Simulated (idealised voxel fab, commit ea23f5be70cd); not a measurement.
Presented below is a process module, voxel fin reveal.
Xsec cut, 300 nm wide, square cell size 5 nm.
When this document writes out a cross-section, it uses a grid of square cells and lists it as bands, beginning at the top and moving down, with a band standing for one or more rows of cells.
Basically the band line says how high the top is and how high the bottom is, in nm, and then what's in it from left to right, every material with its width in nm. Empty space shows up as "blank", and if a single material carries "edge to edge" it runs the full band edge to edge.
Height datum 0, below which the as-received substrate wafer is one material. Lowest band open at the bottom, running downward: "0..down".
Quick explanation for "30 to 40": the width changes in equal steps down the rows of cells, from the first number in the band's top row to the second number in its bottom row.
"nothing different" -> step changed no cross-section cell.
The entry titled "Closed internal cavities" provides the empty spaces that have no open way to the top, restricted to those of 8 cells or more. Each is presented as width x height at distance, the distance being measured from the left edge, with all three in nm.
Whatever follows a step's settings on its line is a remark the simulator itself makes about that step.
Among the settings permitted on a step's line is "overlay nm"; applied to a step with a mask, it specifies the extent to which the mask lay to the right of its planned position, whereas a negative figure signifies a position to the left.
### List of planned process steps
1: RECEIVE with material Si
2: CONFORMAL_DEP with material SiN, thk nm 10
3: PATTERN with tone cover, mask id FINS, material resist, width nm 15, pitch nm 35, thk nm 20, overlay nm 0
4: DIRECTIONAL_ETCH with etch materials SiN, depth nm 10
5: DIRECTIONAL_ETCH with etch materials Si, depth nm 35
6: STRIP with etch materials resist
7: OXIDIZE with depth nm 5
8: FILL_DEP with material SiO2, thk nm 15
9: CMP with height nm 10
10: SELECTIVE_ETCH with etch materials SiO2, depth nm 25
11: STRIP with etch materials SiN
### Shown in cross-section is the wafer as received, that is, as it stands after step 1
* 0..down = Si edge to edge
* Closed internal cavities: none
### Here's the wafer cut in cross-section after the module, started and planned just like above, except one thing was done wrong in the run
* 0..-15 = Si (120), then blank (25), then Si (10), then blank (25), then Si (120)
* -15..-40 = Si (120), then SiO2 (25), then Si (10), then SiO2 (25), then Si (120)
* -40..down = Si edge to edge
* Closed internal cavities: none
It is concluded that the wafer was processed incorrectly with respect to the plan, in that the process deviated at step 3: the operation and settings actually run there were PATTERN with tone open, mask id FINS, material resist, width nm 15, pitch nm 35, thk nm 20, overlay nm 0
